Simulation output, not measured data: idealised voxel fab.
process module | voxel self aligned vias
cross-section cut | 185 nm wide | cells 5 nm
A cross-section is a grid of square cells, given in bands from the top down. A band is one or more rows of cells.
Each band's line starts with the height of the band's top and of its bottom, in nm. Then come its materials from left to right, each with its width in nm. One material with "throughout" fills the band from edge to edge. "air" is empty space.
Height 0 is the level under which the wafer as received is all one material. The lowest band goes on downwards, as in "0 down".
A width such as "30 to 40" changes by the same amount from each row of cells to the next, from the band's top row to its bottom row.
"no change" after a step means that no cell of the cross-section changed.
closed voids: empty space of 8 cells or more with no open way to the top, each as width x height at its distance from the left edge, in nm
after a step's settings: what the simulator itself notes on the step
overlay nm, on a step with a mask: how far to the right of its planned place the mask lay; to the left if negative
plan
1 op RECEIVE | material Si
2 op CONFORMAL_DEP | material SiO2 | thk nm 15
3 op CONFORMAL_DEP | material SiCN | thk nm 5
4 op DIRECTIONAL_DEP | material SiO2 | thk nm 20
5 op DIRECTIONAL_DEP | material aC | thk nm 15
6 op PATTERN | tone open | mask id LINES | material resist | width nm 20 | pitch nm 70 | thk nm 35 | overlay nm 0
7 op DIRECTIONAL_ETCH | etch materials aC | depth nm 15
8 op STRIP | etch materials resist
9 op DIRECTIONAL_ETCH | etch materials SiO2 | depth nm 20
10 op STRIP | etch materials aC
11 op CONFORMAL_DEP | material TiN | thk nm 5
12 op FILL_DEP | material W | thk nm 5
13 op CMP | height nm 40
14 op SELECTIVE_ETCH | etch materials W Ru TiN | depth nm 5
15 op FILL_DEP | material SiN | thk nm 5
16 op CMP | height nm 40
17 op DIRECTIONAL_DEP | material SiO2 | thk nm 20
18 op DIRECTIONAL_DEP | material aC | thk nm 5
19 op PATTERN | tone open | mask id VIAS | material resist | width nm 40 | thk nm 30 | overlay nm 0
20 op DIRECTIONAL_ETCH | etch materials aC | depth nm 15
21 op STRIP | etch materials resist
22 op DIRECTIONAL_ETCH | etch materials SiO2 | depth nm 20
23 op DIRECTIONAL_ETCH | etch materials SiN | depth nm 5
24 op STRIP | etch materials aC
25 op CONFORMAL_DEP | material TiN | thk nm 5
26 op FILL_DEP | material Cu | thk nm 5
27 op CMP | height nm 60
28 op CONFORMAL_DEP | material SiCN | thk nm 5
varied across the wafers: thk nm of step 18. The plan shows the first wafer's value. All wafers start alike
first wafer as received, after step 1
  0 down: Si throughout
  closed voids: none
first wafer at the end, after step 28
  65 to 60: SiCN throughout
  60 to 45: SiO2 35 | TiN 5 | Cu 30 | TiN 5 | SiO2 110
  45 to 40: SiO2 35 | TiN 15 | Cu 10 | TiN 15 | SiO2 110
  40 to 35: SiO2 45 | TiN 20 | SiO2 50 | SiN 20 | SiO2 50
  35 to 25: SiO2 45 | TiN 5 | W 10 | TiN 5 | SiO2 50 | TiN 5 | W 10 | TiN 5 | SiO2 50
  25 to 20: SiO2 45 | TiN 20 | SiO2 50 | TiN 20 | SiO2 50
  20 to 15: SiCN throughout
  15 to 0: SiO2 throughout
  0 down: Si throughout
  closed voids: none
last wafer at the end
  65 to 60: SiCN throughout
  60 to 40: SiO2 throughout
  40 to 35: SiO2 45 | SiN 20 | SiO2 50 | SiN 20 | SiO2 50
  35 to 25: SiO2 45 | TiN 5 | W 10 | TiN 5 | SiO2 50 | TiN 5 | W 10 | TiN 5 | SiO2 50
  25 to 20: SiO2 45 | TiN 20 | SiO2 50 | TiN 20 | SiO2 50
  20 to 15: SiCN throughout
  15 to 0: SiO2 throughout
  0 down: Si throughout
  closed voids: none
each wafer at the end: cells of each material gained (+) or lost (-) since it was received, then its closed voids
thk nm 5 | +20 Cu | +74 SiCN | +4 SiN | +343 SiO2 | +32 TiN | +8 W | closed voids: none
thk nm 10 | +20 Cu | +74 SiCN | +4 SiN | +343 SiO2 | +32 TiN | +8 W | closed voids: none
thk nm 15 | +20 Cu | +74 SiCN | +4 SiN | +343 SiO2 | +32 TiN | +8 W | closed voids: none
thk nm 20 | +74 SiCN | +8 SiN | +375 SiO2 | +16 TiN | +8 W | closed voids: none
thk nm 25 | +74 SiCN | +8 SiN | +375 SiO2 | +16 TiN | +8 W | closed voids: none
thk nm 30 | +74 SiCN | +8 SiN | +375 SiO2 | +16 TiN | +8 W | closed voids: none
